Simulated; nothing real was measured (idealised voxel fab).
Process module under the name voxel ribs on slabs
Displayed cross-section: cut, width of 270 nm, square cells sized 5 nm.
Each cross-section below is a grid of square cells, stated as bands in top-down order, with one or more rows of cells making up each band. For a band, the entry starts with two heights in nm, that of the top and then that of the bottom, and carries on with the band's materials in order from left to right, each alongside its width in nm; the word "all across" beside a single material means it fills the band edge to edge, and "blank" means empty space. Below 0: as-received wafer, all one material; heights counted from there. Lowest band: no bottom, goes on down, written "0 nm and below". A two-number width, for instance "30->40", indicates that the width is equal to the first number in the top row of the band and to the second number in the bottom row, and that it changes by a constant amount per row of cells. "no modification" for a step: no cell of the cross-section changed in that step. Entry "Fully enclosed voids" = empty spaces >= 8 cells with no open way to the top; each as width x height at distance, distance from left edge, all nm. Note: text after step settings on the step line = simulator remark on that step. What "overlay nm" on a step's line means: if the step has a mask, that mask lay this far to the right of its planned place, or, when the value is negative, to the left.

The process steps that were planned are listed below
1: op RECEIVE | material Si
2: op DIRECTIONAL_DEP | material SiO2 | thk nm 20
3: op DIRECTIONAL_DEP | material polySi | thk nm 15
4: op MASKED_ETCH | tone cover | mask id RIB | width nm 30 | etch materials polySi | depth nm 5 | overlay nm 0
5: op PATTERN | tone cover | mask id SLAB | material resist | width nm 60 | thk nm 15 | overlay nm 0
6: op DIRECTIONAL_ETCH | etch materials polySi | depth nm 10
7: op STRIP | etch materials resist
8: op FILL_DEP | material SiO2 | thk nm 20
9: op CMP | height nm 50
10: op DIRECTIONAL_DEP | material W | thk nm 5
11: op DIRECTIONAL_DEP | material aC | thk nm 10
12: op PATTERN | tone cover | mask id HEATER | material resist | width nm 40 | thk nm 25 | overlay nm 0
13: op DIRECTIONAL_ETCH | etch materials aC | depth nm 10
14: op STRIP | etch materials resist
15: op DIRECTIONAL_ETCH | etch materials W | depth nm 5
16: op STRIP | etch materials aC
17: op CONFORMAL_DEP | material SiO2 | thk nm 5

Run as planned: first of two wafers

Incoming wafer, cross-sectional view, post step 1
0 nm and below: Si all across
Fully enclosed voids: none

Cross-section of the wafer after step 2
20 nm to 0 nm: SiO2 all across
Below 0, the layers are the same as they were.

Cross-section of the wafer after step 3
35 nm to 20 nm: polySi all across
Below 20, the layers are the same as they were.

Cross-section of the wafer after step 4
35 nm to 30 nm: blank 120 / polySi 30 / blank 120
Below 30, the layers are the same as they were.

Cross-section of the wafer after step 5
50 nm to 35 nm: blank 105 / resist 60 / blank 105
35 nm to 30 nm: blank 105 / resist 15 / polySi 30 / resist 15 / blank 105
Below 30, the layers are the same as they were.

Cross-section of the wafer after step 6
50 nm to 35 nm: blank 105 / resist 60 / blank 105
35 nm to 30 nm: blank 105 / resist 15 / polySi 30 / resist 15 / blank 105
30 nm to 20 nm: blank 105 / polySi 60 / blank 105
Below 20, the layers are the same as they were.

Cross-section of the wafer after step 7
35 nm to 30 nm: blank 120 / polySi 30 / blank 120
Below 30, the layers are the same as they were.

Cross-section of the wafer after step 8
55 nm to 35 nm: SiO2 all across
35 nm to 30 nm: SiO2 120 / polySi 30 / SiO2 120
30 nm to 20 nm: SiO2 105 / polySi 60 / SiO2 105
Below 20, the layers are the same as they were.

Cross-section of the wafer after step 9
50 nm to 35 nm: SiO2 all across
Below 35, the layers are the same as they were.

Cross-section of the wafer after step 10
55 nm to 50 nm: W all across
Below 50, the layers are the same as they were.

Cross-section of the wafer after step 11
65 nm to 55 nm: aC all across
Below 55, the layers are the same as they were.

Cross-section of the wafer after step 12
90 nm to 65 nm: blank 115 / resist 40 / blank 115
Below 65, the layers are the same as they were.

Cross-section of the wafer after step 13
80 nm to 65 nm: blank 115 / resist 40 / blank 115
65 nm to 55 nm: blank 115 / aC 40 / blank 115
Below 55, the layers are the same as they were.

Cross-section of the wafer after step 14
65 nm to 55 nm: blank 115 / aC 40 / blank 115
Below 55, the layers are the same as they were.

Cross-section of the wafer after step 15
65 nm to 55 nm: blank 115 / aC 40 / blank 115
55 nm to 50 nm: blank 115 / W 40 / blank 115
Below 50, the layers are the same as they were.

Cross-section of the wafer after step 16
55 nm to 50 nm: blank 115 / W 40 / blank 115
Below 50, the layers are the same as they were.

Cross-section of the wafer after step 17
60 nm to 55 nm: blank 110 / SiO2 50 / blank 110
55 nm to 50 nm: SiO2 115 / W 40 / SiO2 115
Below 50, the layers are the same as they were.

What follows concerns the second wafer, which started out like the first and was meant to follow the very same plan; one mistake crept in when it was run, but everything up to and including step 16 is the same as for the first wafer

Cross-section of the second wafer at the time by which step 17 should have been completed according to the plan: no modification
Which mistake was made when the wafer was run? the plan's step 17 was left out and never carried out
Looking at both finished wafers in cells, the second ends up ahead of or behind the first on some materials: SiO2 -56
